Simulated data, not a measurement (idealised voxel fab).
Process module in this document: voxel transistor to metal
The cross-section on display is named cut; it measures 210 nm wide, and its cells are 5 nm squares.
Cross-section format: a grid of square cells, given as bands from top to bottom; each band is one or more rows of cells.
The band entry comprises the height of the band's top followed by the height of its bottom, expressed in nm, and subsequently the band's materials from left to right, each stated together with its width in nm. Where a single material is marked with the word "full width", that material fills the band from edge to edge. The word "blank" represents empty space.
Height reference: 0 = level under which incoming wafer is all one material. Lowest band: no bottom, runs on downward, e.g. "z 0 and below".
Width "30 to 40": first value at the band's top row of cells, second value at its bottom row, equal change from row to row.
"identical to before" means the step left every cell of the cross-section as it was.
If an empty space has no open way to the top and is at least 8 cells in size, "Closed void catalog" lists it, written width x height at distance, where distance is measured from the left edge and every value is in nm.
after a step's settings: what the simulator itself notes on the step
overlay nm: for a step with a mask, the amount by which the mask lay right of where it was planned; a negative amount means left of it.

The steps planned for the process are as follows
step 1: RECEIVE (material Si)
step 2: OXIDIZE (depth nm 5)
step 3: CONFORMAL_DEP (material SiN; thk nm 10)
step 4: DIRECTIONAL_DEP (material aC; thk nm 10)
step 5: PATTERN (tone cover; mask id ACTIVE; material resist; width nm 120; thk nm 25; overlay nm 0)
step 6: DIRECTIONAL_ETCH (etch materials aC; depth nm 10)
step 7: STRIP (etch materials resist)
step 8: DIRECTIONAL_ETCH (etch materials SiN; depth nm 10)
step 9: DIRECTIONAL_ETCH (etch materials SiO2; depth nm 5)
step 10: DIRECTIONAL_ETCH (etch materials Si; depth nm 30)
step 11: STRIP (etch materials aC)
step 12: OXIDIZE (depth nm 5)
step 13: FILL_DEP (material SiO2; thk nm 5)
step 14: CMP (height nm 10)
step 15: SELECTIVE_ETCH (etch materials SiO2; depth nm 5)
step 16: STRIP (etch materials SiN)
step 17: SELECTIVE_ETCH (etch materials SiO2; depth nm 5)
step 18: OXIDIZE (depth nm 5)
step 19: DIRECTIONAL_DEP (material polySi; thk nm 20)
step 20: DIRECTIONAL_DEP (material SiCN; thk nm 10)
step 21: DIRECTIONAL_DEP (material aC; thk nm 10)
step 22: PATTERN (tone cover; mask id GATE; material resist; width nm 30; thk nm 30; overlay nm 0)
step 23: DIRECTIONAL_ETCH (etch materials aC; depth nm 10)
step 24: STRIP (etch materials resist)
step 25: DIRECTIONAL_ETCH (etch materials SiCN; depth nm 20)
step 26: DIRECTIONAL_ETCH (etch materials polySi; depth nm 30)
step 27: STRIP (etch materials aC)
step 28: CONFORMAL_DEP (material SiO2; thk nm 5)
step 29: DIRECTIONAL_ETCH (etch materials SiO2; depth nm 5)
step 30: CONFORMAL_DEP (material SiN; thk nm 10)
step 31: DIRECTIONAL_ETCH (etch materials SiN; depth nm 10)
step 32: DIRECTIONAL_ETCH (etch materials SiO2; depth nm 5)
step 33: DIRECTIONAL_ETCH (etch materials Si; depth nm 5)
step 34: EPI (material pSi; thk nm 10)
step 35: FILL_DEP (material SiO2; thk nm 10)
step 36: CMP (height nm 15)
step 37: STRIP (etch materials polySi)
step 38: SELECTIVE_ETCH (etch materials SiO2; depth nm 5)
step 39: CONFORMAL_DEP (material HfO2; thk nm 5)
step 40: CONFORMAL_DEP (material TiN; thk nm 5)
step 41: FILL_DEP (material W; thk nm 10)
step 42: CMP (height nm 10)
step 43: DIRECTIONAL_DEP (material SiO2; thk nm 15)
step 44: DIRECTIONAL_DEP (material aC; thk nm 15)
step 45: PATTERN (tone open; mask id CONTACT; material resist; width nm 15; pitch nm 85; thk nm 35; overlay nm 0)
step 46: DIRECTIONAL_ETCH (etch materials aC; depth nm 15)
step 47: STRIP (etch materials resist)
step 48: DIRECTIONAL_ETCH (etch materials SiO2; depth nm 25)
step 49: STRIP (etch materials aC)
step 50: CONFORMAL_DEP (material TiN; thk nm 5)
step 51: FILL_DEP (material W; thk nm 10)
step 52: CMP (height nm 25)
step 53: CONFORMAL_DEP (material SiN; thk nm 5)
step 54: DIRECTIONAL_DEP (material SiO2; thk nm 20)
step 55: MASKED_ETCH (tone open; mask id METAL_1; width nm 15; pitch nm 85; etch materials SiO2; depth nm 20; overlay nm 0)
step 56: MASKED_ETCH (tone open; mask id METAL_1; width nm 15; pitch nm 85; etch materials SiN; depth nm 5; overlay nm 0)
step 57: CONFORMAL_DEP (material TiN; thk nm 5)
step 58: FILL_DEP (material Cu; thk nm 10)
step 59: CMP (height nm 50)
step 60: CONFORMAL_DEP (material SiCN; thk nm 5)
step 61: DIRECTIONAL_DEP (material SiO2; thk nm 25)
step 62: DIRECTIONAL_DEP (material aC; thk nm 10)
step 63: PATTERN (tone open; mask id METAL_2; material resist; width nm 15; pitch nm 85; thk nm 30; overlay nm 0)
step 64: DIRECTIONAL_ETCH (etch materials aC; depth nm 10)
step 65: STRIP (etch materials resist)
step 66: DIRECTIONAL_ETCH (etch materials SiO2; depth nm 15)
step 67: STRIP (etch materials aC)
step 68: PATTERN (tone open; mask id METAL_2_HOLES; material resist; width nm 15; pitch nm 85; thk nm 15; overlay nm 0)
step 69: DIRECTIONAL_ETCH (etch materials SiO2; depth nm 10)
step 70: DIRECTIONAL_ETCH (etch materials SiCN; depth nm 5)
step 71: STRIP (etch materials resist)
step 72: CONFORMAL_DEP (material TiN; thk nm 5)
step 73: FILL_DEP (material Cu; thk nm 5)
step 74: CMP (height nm 80)
step 75: CONFORMAL_DEP (material SiN; thk nm 5)

Cross-section of the wafer at receipt, which is the condition after step 1
* z 0 and below = Si full width
* Closed void catalog: none

Cross-sectional result after module completion. Note: starting condition and plan are unchanged from above; one processing mistake was made
* z 85 to 80 = SiN full width
* z 80 to 55 = SiO2=55 / TiN=5 / Cu=5 / TiN=5 / SiO2=70 / TiN=5 / Cu=5 / TiN=5 / SiO2=55
* z 55 to 50 = SiCN=55 / TiN=15 / SiCN=70 / TiN=15 / SiCN=55
* z 50 to 30 = SiO2=55 / TiN=5 / Cu=5 / TiN=5 / SiO2=70 / TiN=5 / Cu=5 / TiN=5 / SiO2=55
* z 30 to 25 = SiN=55 / TiN=15 / SiN=70 / TiN=15 / SiN=55
* z 25 to 10 = SiO2=55 / TiN=5 / W=5 / TiN=5 / SiO2=70 / TiN=5 / W=5 / TiN=5 / SiO2=55
* z 10 to 5 = SiO2=55 / TiN=5 / W=5 / TiN=5 / SiO2=15 / HfO2=5 / TiN=5 / W=20 / TiN=5 / HfO2=5 / SiO2=15 / TiN=5 / W=5 / TiN=5 / SiO2=55
* z 5 to 0 = SiO2=55 / TiN=15 / SiO2=15 / HfO2=5 / TiN=5 / W=20 / TiN=5 / HfO2=5 / SiO2=15 / TiN=15 / SiO2=55
* z 0 to -5 = SiO2=75 / pSi=10 / HfO2=5 / TiN=30 / HfO2=5 / pSi=10 / SiO2=75
* z -5 to -10 = SiO2=45 / pSi=40 / HfO2=40 / pSi=40 / SiO2=45
* z -10 to -15 = SiO2=50 / pSi=35 / Si=40 / pSi=35 / SiO2=50
* z -15 to -40 = SiO2=50 / Si=110 / SiO2=50
* z -40 and below = Si full width
* Closed void catalog: none
Deviation noted in wafer processing: not run: step 30 of the plan (skipped)
